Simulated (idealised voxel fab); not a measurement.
process module | voxel released beams
cross-section cut | 250 nm wide | cells 5 nm
A cross-section is a grid of square cells, given in bands from the top down. A band is one or more rows of cells.
Each band's line starts with the height of the band's top and of its bottom, in nm. Then come its materials from left to right, each with its width in nm. One material with "throughout" fills the band from edge to edge. "air" is empty space.
Height 0 is the level under which the wafer as received is all one material. The lowest band goes on downwards, as in "0 down".
A width such as "30 to 40" changes by the same amount from each row of cells to the next, from the band's top row to its bottom row.
"no change" after a step means that no cell of the cross-section changed.
closed voids: empty space of 8 cells or more with no open way to the top, each as width x height at its distance from the left edge, in nm
after a step's settings: what the simulator itself notes on the step
overlay nm, on a step with a mask: how far to the right of its planned place the mask lay; to the left if negative
plan
1 op RECEIVE | material Si
2 op CONFORMAL_DEP | material Al2O3 | thk nm 10
3 op DIRECTIONAL_DEP | material SiO2 | thk nm 15
4 op DIRECTIONAL_DEP | material aC | thk nm 15
5 op PATTERN | tone open | mask id ANCHOR | material resist | width nm 35 | thk nm 35 | overlay nm 0
6 op DIRECTIONAL_ETCH | etch materials aC | depth nm 15
7 op STRIP | etch materials resist
8 op DIRECTIONAL_ETCH | etch materials SiO2 | depth nm 15
9 op STRIP | etch materials aC
10 op CONFORMAL_DEP | material W | thk nm 10
11 op DIRECTIONAL_DEP | material aC | thk nm 10
12 op PATTERN | tone cover | mask id BEAM | material resist | width nm 95 | thk nm 25 | overlay nm 0
13 op DIRECTIONAL_ETCH | etch materials aC | depth nm 10
14 op STRIP | etch materials resist
15 op DIRECTIONAL_ETCH | etch materials W | depth nm 10
16 op STRIP | etch materials aC
17 op STRIP | etch materials SiO2
as received, after step 1
  0 down: Si throughout
  closed voids: none
a wafer at the end: this start, this plan, one mistake
  25 to 15: air 75 | W 15 | air 15 | W 65 | air 80
  15 to 10: air 80 | W 10 | air 15 | W 10 | air 135
  10 to 0: air 80 | W 35 | air 135
  0 down: Si throughout
  closed voids: none
what went wrong: step 2 was left out
